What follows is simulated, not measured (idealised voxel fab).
process module | voxel gate over fins
cross-section cut | 170 nm wide | cells 5 nm
A cross-section is a grid of square cells, given in bands from the top down. A band is one or more rows of cells.
Each band's line starts with the height of the band's top and of its bottom, in nm. Then come its materials from left to right, each with its width in nm. One material with "throughout" fills the band from edge to edge. "air" is empty space.
Height 0 is the level under which the wafer as received is all one material. The lowest band goes on downwards, as in "0 down".
A width such as "30 to 40" changes by the same amount from each row of cells to the next, from the band's top row to its bottom row.
"no change" after a step means that no cell of the cross-section changed.
closed voids: empty space of 8 cells or more with no open way to the top, each as width x height at its distance from the left edge, in nm
after a step's settings: what the simulator itself notes on the step
overlay nm, on a step with a mask: how far to the right of its planned place the mask lay; to the left if negative
plan
1 op RECEIVE | material Si
2 op CONFORMAL_DEP | material SiN | thk nm 10
3 op DIRECTIONAL_DEP | material aC | thk nm 10
4 op PATTERN | tone cover | mask id FINS | material resist | width nm 15 | pitch nm 60 | thk nm 30 | overlay nm 0
5 op DIRECTIONAL_ETCH | etch materials aC | depth nm 10
6 op STRIP | etch materials resist
7 op DIRECTIONAL_ETCH | etch materials SiN | depth nm 10
8 op DIRECTIONAL_ETCH | etch materials Si | depth nm 35
9 op STRIP | etch materials aC
10 op OXIDIZE | depth nm 5
11 op FILL_DEP | material SiO2 | thk nm 5
12 op CMP | height nm 10
13 op DIRECTIONAL_DEP | material aC | thk nm 15
14 op PATTERN | tone open | mask id RAIL | material resist | width nm 15 | thk nm 30 | overlay nm 0
15 op DIRECTIONAL_ETCH | etch materials aC | depth nm 15
16 op STRIP | etch materials resist
17 op DIRECTIONAL_ETCH | etch materials SiO2 | depth nm 40
18 op STRIP | etch materials aC
19 op CONFORMAL_DEP | material TiN | thk nm 5
20 op FILL_DEP | material Ru | thk nm 10
21 op CMP | height nm 10
22 op SELECTIVE_ETCH | etch materials W Ru TiN | depth nm 30
23 op FILL_DEP | material SiO2 | thk nm 5
24 op CMP | height nm 10
25 op SELECTIVE_ETCH | etch materials SiO2 | depth nm 25
26 op STRIP | etch materials SiN
27 op CONFORMAL_DEP | material HfO2 | thk nm 5
28 op CONFORMAL_DEP | material TiN | thk nm 5
29 op CONFORMAL_DEP | material TiAl | thk nm 5
30 op CONFORMAL_DEP | material TiN | thk nm 5
31 op FILL_DEP | material W | thk nm 15
32 op CMP | height nm 30
33 op CONFORMAL_DEP | material SiCN | thk nm 5
first wafer, as planned
as received, after step 1
  0 down: Si throughout
  closed voids: none
after step 2
  10 to 0: SiN throughout
  below 0: unchanged
after step 3
  20 to 10: aC throughout
  below 10: unchanged
after step 4
  50 to 20: air 45 | resist 15 | air 45 | resist 15 | air 50
  below 20: unchanged
after step 5
  40 to 20: air 45 | resist 15 | air 45 | resist 15 | air 50
  20 to 10: air 45 | aC 15 | air 45 | aC 15 | air 50
  below 10: unchanged
after step 6
  20 to 10: air 45 | aC 15 | air 45 | aC 15 | air 50
  below 10: unchanged
after step 7
  20 to 10: air 45 | aC 15 | air 45 | aC 15 | air 50
  10 to 0: air 45 | SiN 15 | air 45 | SiN 15 | air 50
  below 0: unchanged
after step 8
  20 to 10: air 45 | aC 15 | air 45 | aC 15 | air 50
  10 to 0: air 45 | SiN 15 | air 45 | SiN 15 | air 50
  0 to -35: air 45 | Si 15 | air 45 | Si 15 | air 50
  below -35: unchanged
after step 9
  10 to 0: air 45 | SiN 15 | air 45 | SiN 15 | air 50
  below 0: unchanged
after step 10
  10 to 0: air 45 | SiN 15 | air 45 | SiN 15 | air 50
  0 to -35: air 45 | SiO2 5 | Si 5 | SiO2 5 | air 45 | SiO2 5 | Si 5 | SiO2 5 | air 50
  -35 to -40: SiO2 50 | Si 5 | SiO2 55 | Si 5 | SiO2 55
  below -40: unchanged
after step 11
  15 to 10: SiO2 throughout
  10 to 0: SiO2 45 | SiN 15 | SiO2 45 | SiN 15 | SiO2 50
  0 to -40: SiO2 50 | Si 5 | SiO2 55 | Si 5 | SiO2 55
  below -40: unchanged
after step 12
  10 to 0: SiO2 45 | SiN 15 | SiO2 45 | SiN 15 | SiO2 50
  below 0: unchanged
after step 13
  25 to 10: aC throughout
  below 10: unchanged
after step 14
  55 to 25: resist 75 | air 15 | resist 80
  below 25: unchanged
after step 15
  40 to 25: resist 75 | air 15 | resist 80
  25 to 10: aC 75 | air 15 | aC 80
  below 10: unchanged
after step 16
  25 to 10: aC 75 | air 15 | aC 80
  below 10: unchanged
after step 17
  25 to 10: aC 75 | air 15 | aC 80
  10 to 0: SiO2 45 | SiN 15 | SiO2 15 | air 15 | SiO2 15 | SiN 15 | SiO2 50
  0 to -30: SiO2 50 | Si 5 | SiO2 20 | air 15 | SiO2 20 | Si 5 | SiO2 55
  below -30: unchanged
after step 18
  10 to 0: SiO2 45 | SiN 15 | SiO2 15 | air 15 | SiO2 15 | SiN 15 | SiO2 50
  below 0: unchanged
after step 19
  15 to 10: TiN 80 | air 5 | TiN 85
  10 to 0: SiO2 45 | SiN 15 | SiO2 15 | TiN 5 | air 5 | TiN 5 | SiO2 15 | SiN 15 | SiO2 50
  0 to -25: SiO2 50 | Si 5 | SiO2 20 | TiN 5 | air 5 | TiN 5 | SiO2 20 | Si 5 | SiO2 55
  -25 to -30: SiO2 50 | Si 5 | SiO2 20 | TiN 15 | SiO2 20 | Si 5 | SiO2 55
  below -30: unchanged
after step 20
  25 to 15: Ru throughout
  15 to 10: TiN 80 | Ru 5 | TiN 85
  10 to 0: SiO2 45 | SiN 15 | SiO2 15 | TiN 5 | Ru 5 | TiN 5 | SiO2 15 | SiN 15 | SiO2 50
  0 to -25: SiO2 50 | Si 5 | SiO2 20 | TiN 5 | Ru 5 | TiN 5 | SiO2 20 | Si 5 | SiO2 55
  below -25: unchanged
after step 21
  10 to 0: SiO2 45 | SiN 15 | SiO2 15 | TiN 5 | Ru 5 | TiN 5 | SiO2 15 | SiN 15 | SiO2 50
  below 0: unchanged
after step 22
  10 to 0: SiO2 45 | SiN 15 | SiO2 15 | air 15 | SiO2 15 | SiN 15 | SiO2 50
  0 to -20: SiO2 50 | Si 5 | SiO2 20 | air 15 | SiO2 20 | Si 5 | SiO2 55
  below -20: unchanged
after step 23
  15 to 10: SiO2 throughout
  10 to 0: SiO2 45 | SiN 15 | SiO2 45 | SiN 15 | SiO2 50
  0 to -20: SiO2 50 | Si 5 | SiO2 55 | Si 5 | SiO2 55
  below -20: unchanged
after step 24
  10 to 0: SiO2 45 | SiN 15 | SiO2 45 | SiN 15 | SiO2 50
  below 0: unchanged
after step 25
  10 to 0: air 45 | SiN 15 | air 45 | SiN 15 | air 50
  0 to -15: air 50 | Si 5 | air 55 | Si 5 | air 55
  below -15: unchanged
after step 26
  0 to -15: air 50 | Si 5 | air 55 | Si 5 | air 55
  below -15: unchanged
after step 27
  5 to 0: air 45 | HfO2 15 | air 45 | HfO2 15 | air 50
  0 to -10: air 45 | HfO2 5 | Si 5 | HfO2 5 | air 45 | HfO2 5 | Si 5 | HfO2 5 | air 50
  -10 to -15: HfO2 50 | Si 5 | HfO2 55 | Si 5 | HfO2 55
  below -15: unchanged
after step 28
  10 to 5: air 40 | TiN 25 | air 35 | TiN 25 | air 45
  5 to 0: air 40 | TiN 5 | HfO2 15 | TiN 5 | air 35 | TiN 5 | HfO2 15 | TiN 5 | air 45
  0 to -5: air 40 | TiN 5 | HfO2 5 | Si 5 | HfO2 5 | TiN 5 | air 35 | TiN 5 | HfO2 5 | Si 5 | HfO2 5 | TiN 5 | air 45
  -5 to -10: TiN 45 | HfO2 5 | Si 5 | HfO2 5 | TiN 45 | HfO2 5 | Si 5 | HfO2 5 | TiN 50
  below -10: unchanged
after step 29
  15 to 10: air 35 | TiAl 35 | air 25 | TiAl 35 | air 40
  10 to 5: air 35 | TiAl 5 | TiN 25 | TiAl 5 | air 25 | TiAl 5 | TiN 25 | TiAl 5 | air 40
  5 to 0: air 35 | TiAl 5 | TiN 5 | HfO2 15 | TiN 5 | TiAl 5 | air 25 | TiAl 5 | TiN 5 | HfO2 15 | TiN 5 | TiAl 5 | air 40
  0 to -5: TiAl 40 | TiN 5 | HfO2 5 | Si 5 | HfO2 5 | TiN 5 | TiAl 35 | TiN 5 | HfO2 5 | Si 5 | HfO2 5 | TiN 5 | TiAl 45
  below -5: unchanged
after step 30
  20 to 15: air 30 | TiN 45 | air 15 | TiN 45 | air 35
  15 to 10: air 30 | TiN 5 | TiAl 35 | TiN 5 | air 15 | TiN 5 | TiAl 35 | TiN 5 | air 35
  10 to 5: air 30 | TiN 5 | TiAl 5 | TiN 25 | TiAl 5 | TiN 5 | air 15 | TiN 5 | TiAl 5 | TiN 25 | TiAl 5 | TiN 5 | air 35
  5 to 0: TiN 35 | TiAl 5 | TiN 5 | HfO2 15 | TiN 5 | TiAl 5 | TiN 25 | TiAl 5 | TiN 5 | HfO2 15 | TiN 5 | TiAl 5 | TiN 40
  below 0: unchanged
after step 31
  35 to 20: W throughout
  20 to 15: W 30 | TiN 45 | W 15 | TiN 45 | W 35
  15 to 10: W 30 | TiN 5 | TiAl 35 | TiN 5 | W 15 | TiN 5 | TiAl 35 | TiN 5 | W 35
  10 to 5: W 30 | TiN 5 | TiAl 5 | TiN 25 | TiAl 5 | TiN 5 | W 15 | TiN 5 | TiAl 5 | TiN 25 | TiAl 5 | TiN 5 | W 35
  below 5: unchanged
after step 32
  30 to 20: W throughout
  below 20: unchanged
after step 33
  35 to 30: SiCN throughout
  below 30: unchanged
second wafer: like start, like plan, one mistake. Through step 30 it matches the first wafer
when step 31 should have ended
  35 to 15: TiN throughout
  15 to 10: TiN 35 | TiAl 35 | TiN 25 | TiAl 35 | TiN 40
  10 to 5: TiN 35 | TiAl 5 | TiN 25 | TiAl 5 | TiN 25 | TiAl 5 | TiN 25 | TiAl 5 | TiN 40
  below 5: unchanged
when step 32 should have ended
  30 to 15: TiN throughout
  below 15: unchanged
when step 33 should have ended
  35 to 30: SiCN throughout
  below 30: unchanged
what went wrong: step 31 ran as: op FILL_DEP | material TiN | thk nm 15
at the end the second wafer has, in cells: 116 more of TiN | 116 fewer of W
